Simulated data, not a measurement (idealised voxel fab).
Module name: voxel transistor to metal (process module)
The cross-section on display is named cut; it measures 170 nm wide, and its cells are 5 nm squares.
Square cells in a grid make up a cross-section in this document, and the grid is given as bands, listed from the top down, each one or more rows of cells. This entry defines a band. It first specifies the height of the band's top and the height of its bottom in nm, and then specifies the band's materials from left to right, stating each material with its width in nm. The word "everywhere" identifies a single material that fills the band from edge to edge, while the word "air" identifies empty space. Height 0 is the level under which the wafer as received is all one material. The lowest band goes on downwards, as in "z 0 and below". Width: "30->40" (first number = top row, second number = bottom row, same change from row to row of cells). "left unchanged" after a step means that no cell of the cross-section changed. "closed voids" means: voids of 8 cells or more that are shut off from the top with no open way through. Written width x height at distance, distance from the left edge, in nm. Where a step's line continues beyond its settings, the continuation is a remark by the simulator itself on that step. The optional step-line setting "overlay nm" applies to steps with a mask and quantifies how far to the right of its planned location the mask lay, a negative value indicating leftward placement.

**Process steps - plan**
- 1: RECEIVE,material Si
- 2: CONFORMAL_DEP,material SiO2,thk nm 5
- 3: CONFORMAL_DEP,material SiN,thk nm 15
- 4: PATTERN,tone cover,mask id ACTIVE,material resist,width nm 85,thk nm 20,overlay nm 0
- 5: DIRECTIONAL_ETCH,etch materials SiN,depth nm 15
- 6: DIRECTIONAL_ETCH,etch materials SiO2,depth nm 5
- 7: DIRECTIONAL_ETCH,etch materials Si,depth nm 25
- 8: STRIP,etch materials resist
- 9: OXIDIZE,depth nm 5
- 10: FILL_DEP,material SiO2,thk nm 5
- 11: CMP,height nm 20
- 12: SELECTIVE_ETCH,etch materials SiO2,depth nm 5
- 13: STRIP,etch materials SiN
- 14: SELECTIVE_ETCH,etch materials SiO2,depth nm 5
- 15: OXIDIZE,depth nm 5
- 16: DIRECTIONAL_DEP,material polySi,thk nm 25
- 17: DIRECTIONAL_DEP,material SiCN,thk nm 15
- 18: PATTERN,tone cover,mask id GATE,material resist,width nm 15,thk nm 20,overlay nm 0
- 19: DIRECTIONAL_ETCH,etch materials SiCN,depth nm 25
- 20: DIRECTIONAL_ETCH,etch materials polySi,depth nm 35
- 21: STRIP,etch materials resist
- 22: CONFORMAL_DEP,material SiN,thk nm 10
- 23: DIRECTIONAL_ETCH,etch materials SiN,depth nm 10
- 24: DIRECTIONAL_ETCH,etch materials SiO2,depth nm 5
- 25: DIRECTIONAL_ETCH,etch materials Si,depth nm 15
- 26: EPI,material nSi,thk nm 15
- 27: FILL_DEP,material SiO2,thk nm 5
- 28: CMP,height nm 40
- 29: DIRECTIONAL_DEP,material SiO2,thk nm 15
- 30: MASKED_ETCH,tone open,mask id CONTACT,width nm 15,pitch nm 60,etch materials SiO2,depth nm 60,overlay nm 0
- 31: CONFORMAL_DEP,material TiN,thk nm 5
- 32: FILL_DEP,material Ru,thk nm 5
- 33: CMP,height nm 55
- 34: DIRECTIONAL_DEP,material TiN,thk nm 5
- 35: DIRECTIONAL_DEP,material Ru,thk nm 15
- 36: MASKED_ETCH,tone cover,mask id METAL_1,width nm 15,pitch nm 60,etch materials Ru,depth nm 15,overlay nm 0
- 37: MASKED_ETCH,tone cover,mask id METAL_1,width nm 15,pitch nm 60,etch materials TiN,depth nm 5,overlay nm 0
- 38: FILL_DEP,material lowk,thk nm 10
- 39: CMP,height nm 75
- 40: CONFORMAL_DEP,material SiCN,thk nm 5
- 41: DIRECTIONAL_DEP,material SiO2,thk nm 25
- 42: PATTERN,tone open,mask id METAL_2,material resist,width nm 15,pitch nm 60,thk nm 15,overlay nm 0
- 43: DIRECTIONAL_ETCH,etch materials SiO2,depth nm 15
- 44: STRIP,etch materials resist
- 45: DIRECTIONAL_DEP,material aC,thk nm 15
- 46: PATTERN,tone open,mask id METAL_2_HOLES,material resist,width nm 15,pitch nm 60,thk nm 35,overlay nm 0
- 47: DIRECTIONAL_ETCH,etch materials aC,depth nm 15
- 48: STRIP,etch materials resist
- 49: DIRECTIONAL_ETCH,etch materials SiO2,depth nm 10
- 50: DIRECTIONAL_ETCH,etch materials SiCN,depth nm 5
- 51: STRIP,etch materials aC
- 52: CONFORMAL_DEP,material TiN,thk nm 5
- 53: FILL_DEP,material Ru,thk nm 5
- 54: CMP,height nm 105
- 55: CONFORMAL_DEP,material SiCN,thk nm 5

**First of the two wafers, run per plan**

**Wafer as received: cross-section following step 1**
- z 0 and below | Si everywhere
- closed voids: none

**Cross-section of the wafer subsequent to step 2**
- z 5 to 0 | SiO2 everywhere
- Everything below 0 is unchanged.

**Cross-section of the wafer subsequent to step 3**
- z 20 to 5 | SiN everywhere
- Everything below 5 is unchanged.

**Cross-section of the wafer subsequent to step 4**
- z 40 to 20 | air: 40 | resist: 85 | air: 45
- Everything below 20 is unchanged.

**Cross-section of the wafer subsequent to step 5**
- z 40 to 20 | air: 40 | resist: 85 | air: 45
- z 20 to 5 | air: 40 | SiN: 85 | air: 45
- Everything below 5 is unchanged.

**Cross-section of the wafer subsequent to step 6**
- z 40 to 20 | air: 40 | resist: 85 | air: 45
- z 20 to 5 | air: 40 | SiN: 85 | air: 45
- z 5 to 0 | air: 40 | SiO2: 85 | air: 45
- Everything below 0 is unchanged.

**Cross-section of the wafer subsequent to step 7**
- z 40 to 20 | air: 40 | resist: 85 | air: 45
- z 20 to 5 | air: 40 | SiN: 85 | air: 45
- z 5 to 0 | air: 40 | SiO2: 85 | air: 45
- z 0 to -25 | air: 40 | Si: 85 | air: 45
- Everything below -25 is unchanged.

**Cross-section of the wafer subsequent to step 8**
- z 20 to 5 | air: 40 | SiN: 85 | air: 45
- Everything below 5 is unchanged.

**Cross-section of the wafer subsequent to step 9**
- z 20 to 5 | air: 40 | SiN: 85 | air: 45
- z 5 to 0 | air: 40 | SiO2: 85 | air: 45
- z 0 to -25 | air: 40 | SiO2: 5 | Si: 75 | SiO2: 5 | air: 45
- z -25 to -30 | SiO2: 45 | Si: 75 | SiO2: 50
- Everything below -30 is unchanged.

**Cross-section of the wafer subsequent to step 10**
- z 25 to 20 | SiO2 everywhere
- z 20 to 5 | SiO2: 40 | SiN: 85 | SiO2: 45
- z 5 to 0 | SiO2 everywhere
- z 0 to -30 | SiO2: 45 | Si: 75 | SiO2: 50
- Everything below -30 is unchanged.

**Cross-section of the wafer subsequent to step 11**
- z 20 to 5 | SiO2: 40 | SiN: 85 | SiO2: 45
- Everything below 5 is unchanged.

**Cross-section of the wafer subsequent to step 12**
- z 20 to 15 | air: 40 | SiN: 85 | air: 45
- Everything below 15 is unchanged.

**Cross-section of the wafer subsequent to step 13**
- z 15 to 5 | SiO2: 40 | air: 85 | SiO2: 45
- Everything below 5 is unchanged.

**Cross-section of the wafer subsequent to step 14**
- z 10 to 0 | SiO2: 35 | air: 95 | SiO2: 40
- Everything below 0 is unchanged.

**Cross-section of the wafer subsequent to step 15**
- z 10 to 0 | SiO2: 35 | air: 95 | SiO2: 40
- z 0 to -5 | SiO2 everywhere
- Everything below -5 is unchanged.

**Cross-section of the wafer subsequent to step 16**
- z 35 to 25 | polySi: 35 | air: 95 | polySi: 40
- z 25 to 10 | polySi everywhere
- z 10 to 0 | SiO2: 35 | polySi: 95 | SiO2: 40
- Everything below 0 is unchanged.

**Cross-section of the wafer subsequent to step 17**
- z 50 to 40 | SiCN: 35 | air: 95 | SiCN: 40
- z 40 to 35 | SiCN everywhere
- z 35 to 25 | polySi: 35 | SiCN: 95 | polySi: 40
- Everything below 25 is unchanged.

**Cross-section of the wafer subsequent to step 18**
- z 70 to 50 | air: 75 | resist: 15 | air: 80
- z 50 to 40 | SiCN: 35 | air: 40 | resist: 15 | air: 40 | SiCN: 40
- Everything below 40 is unchanged.

**Cross-section of the wafer subsequent to step 19**
- z 70 to 40 | air: 75 | resist: 15 | air: 80
- z 40 to 35 | air: 75 | SiCN: 15 | air: 80
- z 35 to 25 | polySi: 35 | air: 40 | SiCN: 15 | air: 40 | polySi: 40
- Everything below 25 is unchanged.

**Cross-section of the wafer subsequent to step 20**
- z 70 to 40 | air: 75 | resist: 15 | air: 80
- z 40 to 25 | air: 75 | SiCN: 15 | air: 80
- z 25 to 10 | air: 75 | polySi: 15 | air: 80
- z 10 to 0 | SiO2: 35 | air: 40 | polySi: 15 | air: 40 | SiO2: 40
- Everything below 0 is unchanged.

**Cross-section of the wafer subsequent to step 21**
- z 40 to 25 | air: 75 | SiCN: 15 | air: 80
- Everything below 25 is unchanged.

**Cross-section of the wafer subsequent to step 22**
- z 50 to 40 | air: 65 | SiN: 35 | air: 70
- z 40 to 25 | air: 65 | SiN: 10 | SiCN: 15 | SiN: 10 | air: 70
- z 25 to 20 | air: 65 | SiN: 10 | polySi: 15 | SiN: 10 | air: 70
- z 20 to 10 | SiN: 45 | air: 20 | SiN: 10 | polySi: 15 | SiN: 10 | air: 20 | SiN: 50
- z 10 to 0 | SiO2: 35 | SiN: 40 | polySi: 15 | SiN: 40 | SiO2: 40
- Everything below 0 is unchanged.

**Cross-section of the wafer subsequent to step 23**
- z 40 to 25 | air: 65 | SiN: 10 | SiCN: 15 | SiN: 10 | air: 70
- z 25 to 10 | air: 65 | SiN: 10 | polySi: 15 | SiN: 10 | air: 70
- z 10 to 0 | SiO2: 35 | SiN: 10 | air: 20 | SiN: 10 | polySi: 15 | SiN: 10 | air: 20 | SiN: 10 | SiO2: 40
- Everything below 0 is unchanged.

**Cross-section of the wafer subsequent to step 24**
- z 40 to 25 | air: 65 | SiN: 10 | SiCN: 15 | SiN: 10 | air: 70
- z 25 to 10 | air: 65 | SiN: 10 | polySi: 15 | SiN: 10 | air: 70
- z 10 to 5 | air: 35 | SiN: 10 | air: 20 | SiN: 10 | polySi: 15 | SiN: 10 | air: 20 | SiN: 10 | air: 40
- z 5 to 0 | SiO2: 35 | SiN: 10 | air: 20 | SiN: 10 | polySi: 15 | SiN: 10 | air: 20 | SiN: 10 | SiO2: 40
- z 0 to -5 | SiO2: 45 | air: 20 | SiO2: 35 | air: 20 | SiO2: 50
- Everything below -5 is unchanged.

**Cross-section of the wafer subsequent to step 25**
- z 40 to 25 | air: 65 | SiN: 10 | SiCN: 15 | SiN: 10 | air: 70
- z 25 to 10 | air: 65 | SiN: 10 | polySi: 15 | SiN: 10 | air: 70
- z 10 to 5 | air: 35 | SiN: 10 | air: 20 | SiN: 10 | polySi: 15 | SiN: 10 | air: 20 | SiN: 10 | air: 40
- z 5 to 0 | SiO2: 35 | SiN: 10 | air: 20 | SiN: 10 | polySi: 15 | SiN: 10 | air: 20 | SiN: 10 | SiO2: 40
- z 0 to -5 | SiO2: 45 | air: 20 | SiO2: 35 | air: 20 | SiO2: 50
- z -5 to -20 | SiO2: 45 | air: 20 | Si: 35 | air: 20 | SiO2: 50
- Everything below -20 is unchanged.

**Cross-section of the wafer subsequent to step 26**
- z 40 to 25 | air: 65 | SiN: 10 | SiCN: 15 | SiN: 10 | air: 70
- z 25 to 10 | air: 65 | SiN: 10 | polySi: 15 | SiN: 10 | air: 70
- z 10 to 5 | air: 35 | SiN: 10 | air: 5 | nSi: 15 | SiN: 10 | polySi: 15 | SiN: 10 | nSi: 15 | air: 5 | SiN: 10 | air: 40
- z 5 to 0 | SiO2: 35 | SiN: 10 | air: 5 | nSi: 15 | SiN: 10 | polySi: 15 | SiN: 10 | nSi: 15 | air: 5 | SiN: 10 | SiO2: 40
- z 0 to -5 | SiO2: 45 | air: 5 | nSi: 15 | SiO2: 35 | nSi: 15 | air: 5 | SiO2: 50
- z -5 to -20 | SiO2: 45 | nSi: 20 | Si: 35 | nSi: 20 | SiO2: 50
- Everything below -20 is unchanged.

**Cross-section of the wafer subsequent to step 27**
- z 45 to 40 | SiO2 everywhere
- z 40 to 25 | SiO2: 65 | SiN: 10 | SiCN: 15 | SiN: 10 | SiO2: 70
- z 25 to 10 | SiO2: 65 | SiN: 10 | polySi: 15 | SiN: 10 | SiO2: 70
- z 10 to 0 | SiO2: 35 | SiN: 10 | SiO2: 5 | nSi: 15 | SiN: 10 | polySi: 15 | SiN: 10 | nSi: 15 | SiO2: 5 | SiN: 10 | SiO2: 40
- z 0 to -5 | SiO2: 50 | nSi: 15 | SiO2: 35 | nSi: 15 | SiO2: 55
- Everything below -5 is unchanged.

**Cross-section of the wafer subsequent to step 28**
- z 40 to 25 | SiO2: 65 | SiN: 10 | SiCN: 15 | SiN: 10 | SiO2: 70
- Everything below 25 is unchanged.

**Cross-section of the wafer subsequent to step 29**
- z 55 to 40 | SiO2 everywhere
- Everything below 40 is unchanged.

**Cross-section of the wafer subsequent to step 30**
- z 55 to 40 | SiO2: 45 | air: 15 | SiO2: 45 | air: 15 | SiO2: 50
- z 40 to 25 | SiO2: 45 | air: 15 | SiO2: 5 | SiN: 10 | SiCN: 15 | SiN: 10 | SiO2: 5 | air: 15 | SiO2: 50
- z 25 to 10 | SiO2: 45 | air: 15 | SiO2: 5 | SiN: 10 | polySi: 15 | SiN: 10 | SiO2: 5 | air: 15 | SiO2: 50
- z 10 to 0 | SiO2: 35 | SiN: 10 | air: 5 | nSi: 15 | SiN: 10 | polySi: 15 | SiN: 10 | nSi: 15 | air: 5 | SiN: 10 | SiO2: 40
- z 0 to -5 | SiO2: 45 | air: 5 | nSi: 15 | SiO2: 35 | nSi: 15 | air: 5 | SiO2: 50
- Everything below -5 is unchanged.

**Cross-section of the wafer subsequent to step 31**
- z 60 to 55 | TiN: 50 | air: 5 | TiN: 55 | air: 5 | TiN: 55
- z 55 to 40 | SiO2: 45 | TiN: 5 | air: 5 | TiN: 5 | SiO2: 45 | TiN: 5 | air: 5 | TiN: 5 | SiO2: 50
- z 40 to 25 | SiO2: 45 | TiN: 5 | air: 5 | TiN: 5 | SiO2: 5 | SiN: 10 | SiCN: 15 | SiN: 10 | SiO2: 5 | TiN: 5 | air: 5 | TiN: 5 | SiO2: 50
- z 25 to 15 | SiO2: 45 | TiN: 5 | air: 5 | TiN: 5 | SiO2: 5 | SiN: 10 | polySi: 15 | SiN: 10 | SiO2: 5 | TiN: 5 | air: 5 | TiN: 5 | SiO2: 50
- z 15 to 10 | SiO2: 45 | TiN: 15 | SiO2: 5 | SiN: 10 | polySi: 15 | SiN: 10 | SiO2: 5 | TiN: 15 | SiO2: 50
- z 10 to 0 | SiO2: 35 | SiN: 10 | TiN: 5 | nSi: 15 | SiN: 10 | polySi: 15 | SiN: 10 | nSi: 15 | TiN: 5 | SiN: 10 | SiO2: 40
- z 0 to -5 | SiO2: 45 | TiN: 5 | nSi: 15 | SiO2: 35 | nSi: 15 | TiN: 5 | SiO2: 50
- Everything below -5 is unchanged.

**Cross-section of the wafer subsequent to step 32**
- z 65 to 60 | Ru everywhere
- z 60 to 55 | TiN: 50 | Ru: 5 | TiN: 55 | Ru: 5 | TiN: 55
- z 55 to 40 | SiO2: 45 | TiN: 5 | Ru: 5 | TiN: 5 | SiO2: 45 | TiN: 5 | Ru: 5 | TiN: 5 | SiO2: 50
- z 40 to 25 | SiO2: 45 | TiN: 5 | Ru: 5 | TiN: 5 | SiO2: 5 | SiN: 10 | SiCN: 15 | SiN: 10 | SiO2: 5 | TiN: 5 | Ru: 5 | TiN: 5 | SiO2: 50
- z 25 to 15 | SiO2: 45 | TiN: 5 | Ru: 5 | TiN: 5 | SiO2: 5 | SiN: 10 | polySi: 15 | SiN: 10 | SiO2: 5 | TiN: 5 | Ru: 5 | TiN: 5 | SiO2: 50
- Everything below 15 is unchanged.

**Cross-section of the wafer subsequent to step 33**
- z 55 to 40 | SiO2: 45 | TiN: 5 | Ru: 5 | TiN: 5 | SiO2: 45 | TiN: 5 | Ru: 5 | TiN: 5 | SiO2: 50
- Everything below 40 is unchanged.

**Cross-section of the wafer subsequent to step 34**
- z 60 to 55 | TiN everywhere
- Everything below 55 is unchanged.

**Cross-section of the wafer subsequent to step 35**
- z 75 to 60 | Ru everywhere
- Everything below 60 is unchanged.

**Cross-section of the wafer subsequent to step 36**
- z 75 to 60 | air: 45 | Ru: 15 | air: 45 | Ru: 15 | air: 50
- Everything below 60 is unchanged.

**Cross-section of the wafer subsequent to step 37**
- z 75 to 60 | air: 45 | Ru: 15 | air: 45 | Ru: 15 | air: 50
- z 60 to 55 | air: 45 | TiN: 15 | air: 45 | TiN: 15 | air: 50
- Everything below 55 is unchanged.

**Cross-section of the wafer subsequent to step 38**
- z 85 to 75 | lowk everywhere
- z 75 to 60 | lowk: 45 | Ru: 15 | lowk: 45 | Ru: 15 | lowk: 50
- z 60 to 55 | lowk: 45 | TiN: 15 | lowk: 45 | TiN: 15 | lowk: 50
- Everything below 55 is unchanged.

**Cross-section of the wafer subsequent to step 39**
- z 75 to 60 | lowk: 45 | Ru: 15 | lowk: 45 | Ru: 15 | lowk: 50
- Everything below 60 is unchanged.

**Cross-section of the wafer subsequent to step 40**
- z 80 to 75 | SiCN everywhere
- Everything below 75 is unchanged.

**Cross-section of the wafer subsequent to step 41**
- z 105 to 80 | SiO2 everywhere
- Everything below 80 is unchanged.

**Cross-section of the wafer subsequent to step 42**
- z 120 to 105 | resist: 45 | air: 15 | resist: 45 | air: 15 | resist: 50
- Everything below 105 is unchanged.

**Cross-section of the wafer subsequent to step 43**
- z 120 to 105 | resist: 45 | air: 15 | resist: 45 | air: 15 | resist: 50
- z 105 to 90 | SiO2: 45 | air: 15 | SiO2: 45 | air: 15 | SiO2: 50
- Everything below 90 is unchanged.

**Cross-section of the wafer subsequent to step 44**
- z 105 to 90 | SiO2: 45 | air: 15 | SiO2: 45 | air: 15 | SiO2: 50
- Everything below 90 is unchanged.

**Cross-section of the wafer subsequent to step 45**
- z 120 to 105 | aC: 45 | air: 15 | aC: 45 | air: 15 | aC: 50
- z 105 to 90 | SiO2: 45 | aC: 15 | SiO2: 45 | aC: 15 | SiO2: 50
- Everything below 90 is unchanged.

**Cross-section of the wafer subsequent to step 46**
- z 155 to 120 | resist: 45 | air: 15 | resist: 45 | air: 15 | resist: 50
- Everything below 120 is unchanged.

**Cross-section of the wafer subsequent to step 47**
- z 140 to 120 | resist: 45 | air: 15 | resist: 45 | air: 15 | resist: 50
- z 120 to 105 | aC: 45 | air: 15 | aC: 45 | air: 15 | aC: 50
- z 105 to 90 | SiO2: 45 | air: 15 | SiO2: 45 | air: 15 | SiO2: 50
- Everything below 90 is unchanged.

**Cross-section of the wafer subsequent to step 48**
- z 120 to 105 | aC: 45 | air: 15 | aC: 45 | air: 15 | aC: 50
- Everything below 105 is unchanged.

**Cross-section of the wafer subsequent to step 49**
- z 120 to 105 | aC: 45 | air: 15 | aC: 45 | air: 15 | aC: 50
- z 105 to 80 | SiO2: 45 | air: 15 | SiO2: 45 | air: 15 | SiO2: 50
- Everything below 80 is unchanged.

**Cross-section of the wafer subsequent to step 50**
- z 120 to 105 | aC: 45 | air: 15 | aC: 45 | air: 15 | aC: 50
- z 105 to 80 | SiO2: 45 | air: 15 | SiO2: 45 | air: 15 | SiO2: 50
- z 80 to 75 | SiCN: 45 | air: 15 | SiCN: 45 | air: 15 | SiCN: 50
- Everything below 75 is unchanged.

**Cross-section of the wafer subsequent to step 51**
- z 105 to 80 | SiO2: 45 | air: 15 | SiO2: 45 | air: 15 | SiO2: 50
- Everything below 80 is unchanged.

**Cross-section of the wafer subsequent to step 52**
- z 110 to 105 | TiN: 50 | air: 5 | TiN: 55 | air: 5 | TiN: 55
- z 105 to 80 | SiO2: 45 | TiN: 5 | air: 5 | TiN: 5 | SiO2: 45 | TiN: 5 | air: 5 | TiN: 5 | SiO2: 50
- z 80 to 75 | SiCN: 45 | TiN: 15 | SiCN: 45 | TiN: 15 | SiCN: 50
- Everything below 75 is unchanged.

**Cross-section of the wafer subsequent to step 53**
- z 115 to 110 | Ru everywhere
- z 110 to 105 | TiN: 50 | Ru: 5 | TiN: 55 | Ru: 5 | TiN: 55
- z 105 to 80 | SiO2: 45 | TiN: 5 | Ru: 5 | TiN: 5 | SiO2: 45 | TiN: 5 | Ru: 5 | TiN: 5 | SiO2: 50
- Everything below 80 is unchanged.

**Cross-section of the wafer subsequent to step 54**
- z 105 to 80 | SiO2: 45 | TiN: 5 | Ru: 5 | TiN: 5 | SiO2: 45 | TiN: 5 | Ru: 5 | TiN: 5 | SiO2: 50
- Everything below 80 is unchanged.

**Cross-section of the wafer subsequent to step 55**
- z 110 to 105 | SiCN everywhere
- Everything below 105 is unchanged.

**Wafer two: like wafer one in start and plan, but with one mistake in execution; identical up to and including step 28**

**Second wafer cross-section, taken as of the time the plan sets for step 29 to be done**
- z 70 to 40 | SiO2 everywhere
- Everything below 40 is unchanged.

**Second wafer cross-section, taken as of the time the plan sets for step 30 to be done**
- z 70 to 40 | SiO2: 45 | air: 15 | SiO2: 45 | air: 15 | SiO2: 50
- z 40 to 25 | SiO2: 45 | air: 15 | SiO2: 5 | SiN: 10 | SiCN: 15 | SiN: 10 | SiO2: 5 | air: 15 | SiO2: 50
- z 25 to 10 | SiO2: 45 | air: 15 | SiO2: 5 | SiN: 10 | polySi: 15 | SiN: 10 | SiO2: 5 | air: 15 | SiO2: 50
- Everything below 10 is unchanged.

**Second wafer cross-section, taken as of the time the plan sets for step 31 to be done**
- z 75 to 70 | TiN: 50 | air: 5 | TiN: 55 | air: 5 | TiN: 55
- z 70 to 40 | SiO2: 45 | TiN: 5 | air: 5 | TiN: 5 | SiO2: 45 | TiN: 5 | air: 5 | TiN: 5 | SiO2: 50
- z 40 to 25 | SiO2: 45 | TiN: 5 | air: 5 | TiN: 5 | SiO2: 5 | SiN: 10 | SiCN: 15 | SiN: 10 | SiO2: 5 | TiN: 5 | air: 5 | TiN: 5 | SiO2: 50
- z 25 to 15 | SiO2: 45 | TiN: 5 | air: 5 | TiN: 5 | SiO2: 5 | SiN: 10 | polySi: 15 | SiN: 10 | SiO2: 5 | TiN: 5 | air: 5 | TiN: 5 | SiO2: 50
- z 15 to 10 | SiO2: 45 | TiN: 15 | SiO2: 5 | SiN: 10 | polySi: 15 | SiN: 10 | SiO2: 5 | TiN: 15 | SiO2: 50
- Everything below 10 is unchanged.

**Second wafer cross-section, taken as of the time the plan sets for step 32 to be done**
- z 80 to 75 | Ru everywhere
- z 75 to 70 | TiN: 50 | Ru: 5 | TiN: 55 | Ru: 5 | TiN: 55
- z 70 to 40 | SiO2: 45 | TiN: 5 | Ru: 5 | TiN: 5 | SiO2: 45 | TiN: 5 | Ru: 5 | TiN: 5 | SiO2: 50
- z 40 to 25 | SiO2: 45 | TiN: 5 | Ru: 5 | TiN: 5 | SiO2: 5 | SiN: 10 | SiCN: 15 | SiN: 10 | SiO2: 5 | TiN: 5 | Ru: 5 | TiN: 5 | SiO2: 50
- z 25 to 15 | SiO2: 45 | TiN: 5 | Ru: 5 | TiN: 5 | SiO2: 5 | SiN: 10 | polySi: 15 | SiN: 10 | SiO2: 5 | TiN: 5 | Ru: 5 | TiN: 5 | SiO2: 50
- Everything below 15 is unchanged.

**Second wafer cross-section, taken as of the time the plan sets for step 33 to be done**
- z 55 to 40 | SiO2: 45 | TiN: 5 | Ru: 5 | TiN: 5 | SiO2: 45 | TiN: 5 | Ru: 5 | TiN: 5 | SiO2: 50
- Everything below 40 is unchanged.

**Second wafer cross-section, taken as of the time the plan sets for step 34 to be done**
- z 60 to 55 | TiN everywhere
- Everything below 55 is unchanged.

**Second wafer cross-section, taken as of the time the plan sets for step 35 to be done**
- z 75 to 60 | Ru everywhere
- Everything below 60 is unchanged.

**Second wafer cross-section, taken as of the time the plan sets for step 36 to be done**
- z 75 to 60 | air: 45 | Ru: 15 | air: 45 | Ru: 15 | air: 50
- Everything below 60 is unchanged.

**Second wafer cross-section, taken as of the time the plan sets for step 37 to be done**
- z 75 to 60 | air: 45 | Ru: 15 | air: 45 | Ru: 15 | air: 50
- z 60 to 55 | air: 45 | TiN: 15 | air: 45 | TiN: 15 | air: 50
- Everything below 55 is unchanged.

**Second wafer cross-section, taken as of the time the plan sets for step 38 to be done**
- z 85 to 75 | lowk everywhere
- z 75 to 60 | lowk: 45 | Ru: 15 | lowk: 45 | Ru: 15 | lowk: 50
- z 60 to 55 | lowk: 45 | TiN: 15 | lowk: 45 | TiN: 15 | lowk: 50
- Everything below 55 is unchanged.

**Second wafer cross-section, taken as of the time the plan sets for step 39 to be done**
- z 75 to 60 | lowk: 45 | Ru: 15 | lowk: 45 | Ru: 15 | lowk: 50
- Everything below 60 is unchanged.

**Second wafer cross-section, taken as of the time the plan sets for step 40 to be done**
- z 80 to 75 | SiCN everywhere
- Everything below 75 is unchanged.

**Second wafer cross-section, taken as of the time the plan sets for step 41 to be done**
- z 105 to 80 | SiO2 everywhere
- Everything below 80 is unchanged.

**Second wafer cross-section, taken as of the time the plan sets for step 42 to be done**
- z 120 to 105 | resist: 45 | air: 15 | resist: 45 | air: 15 | resist: 50
- Everything below 105 is unchanged.

**Second wafer cross-section, taken as of the time the plan sets for step 43 to be done**
- z 120 to 105 | resist: 45 | air: 15 | resist: 45 | air: 15 | resist: 50
- z 105 to 90 | SiO2: 45 | air: 15 | SiO2: 45 | air: 15 | SiO2: 50
- Everything below 90 is unchanged.

**Second wafer cross-section, taken as of the time the plan sets for step 44 to be done**
- z 105 to 90 | SiO2: 45 | air: 15 | SiO2: 45 | air: 15 | SiO2: 50
- Everything below 90 is unchanged.

**Second wafer cross-section, taken as of the time the plan sets for step 45 to be done**
- z 120 to 105 | aC: 45 | air: 15 | aC: 45 | air: 15 | aC: 50
- z 105 to 90 | SiO2: 45 | aC: 15 | SiO2: 45 | aC: 15 | SiO2: 50
- Everything below 90 is unchanged.

**Second wafer cross-section, taken as of the time the plan sets for step 46 to be done**
- z 155 to 120 | resist: 45 | air: 15 | resist: 45 | air: 15 | resist: 50
- Everything below 120 is unchanged.

**Second wafer cross-section, taken as of the time the plan sets for step 47 to be done**
- z 140 to 120 | resist: 45 | air: 15 | resist: 45 | air: 15 | resist: 50
- z 120 to 105 | aC: 45 | air: 15 | aC: 45 | air: 15 | aC: 50
- z 105 to 90 | SiO2: 45 | air: 15 | SiO2: 45 | air: 15 | SiO2: 50
- Everything below 90 is unchanged.

**Second wafer cross-section, taken as of the time the plan sets for step 48 to be done**
- z 120 to 105 | aC: 45 | air: 15 | aC: 45 | air: 15 | aC: 50
- Everything below 105 is unchanged.

**Second wafer cross-section, taken as of the time the plan sets for step 49 to be done**
- z 120 to 105 | aC: 45 | air: 15 | aC: 45 | air: 15 | aC: 50
- z 105 to 80 | SiO2: 45 | air: 15 | SiO2: 45 | air: 15 | SiO2: 50
- Everything below 80 is unchanged.

**Second wafer cross-section, taken as of the time the plan sets for step 50 to be done**
- z 120 to 105 | aC: 45 | air: 15 | aC: 45 | air: 15 | aC: 50
- z 105 to 80 | SiO2: 45 | air: 15 | SiO2: 45 | air: 15 | SiO2: 50
- z 80 to 75 | SiCN: 45 | air: 15 | SiCN: 45 | air: 15 | SiCN: 50
- Everything below 75 is unchanged.

**Second wafer cross-section, taken as of the time the plan sets for step 51 to be done**
- z 105 to 80 | SiO2: 45 | air: 15 | SiO2: 45 | air: 15 | SiO2: 50
- Everything below 80 is unchanged.

**Second wafer cross-section, taken as of the time the plan sets for step 52 to be done**
- z 110 to 105 | TiN: 50 | air: 5 | TiN: 55 | air: 5 | TiN: 55
- z 105 to 80 | SiO2: 45 | TiN: 5 | air: 5 | TiN: 5 | SiO2: 45 | TiN: 5 | air: 5 | TiN: 5 | SiO2: 50
- z 80 to 75 | SiCN: 45 | TiN: 15 | SiCN: 45 | TiN: 15 | SiCN: 50
- Everything below 75 is unchanged.

**Second wafer cross-section, taken as of the time the plan sets for step 53 to be done**
- z 115 to 110 | Ru everywhere
- z 110 to 105 | TiN: 50 | Ru: 5 | TiN: 55 | Ru: 5 | TiN: 55
- z 105 to 80 | SiO2: 45 | TiN: 5 | Ru: 5 | TiN: 5 | SiO2: 45 | TiN: 5 | Ru: 5 | TiN: 5 | SiO2: 50
- Everything below 80 is unchanged.

**Second wafer cross-section, taken as of the time the plan sets for step 54 to be done**
- z 105 to 80 | SiO2: 45 | TiN: 5 | Ru: 5 | TiN: 5 | SiO2: 45 | TiN: 5 | Ru: 5 | TiN: 5 | SiO2: 50
- Everything below 80 is unchanged.

**Second wafer cross-section, taken as of the time the plan sets for step 55 to be done**
- z 110 to 105 | SiCN everywhere
- Everything below 105 is unchanged.
Error vs. plan: step 29 in the plan was executed twice
Wrapping up, a cell-based count of both wafers puts the second over or under the first for these materials: SiO2 +6, TiN -6
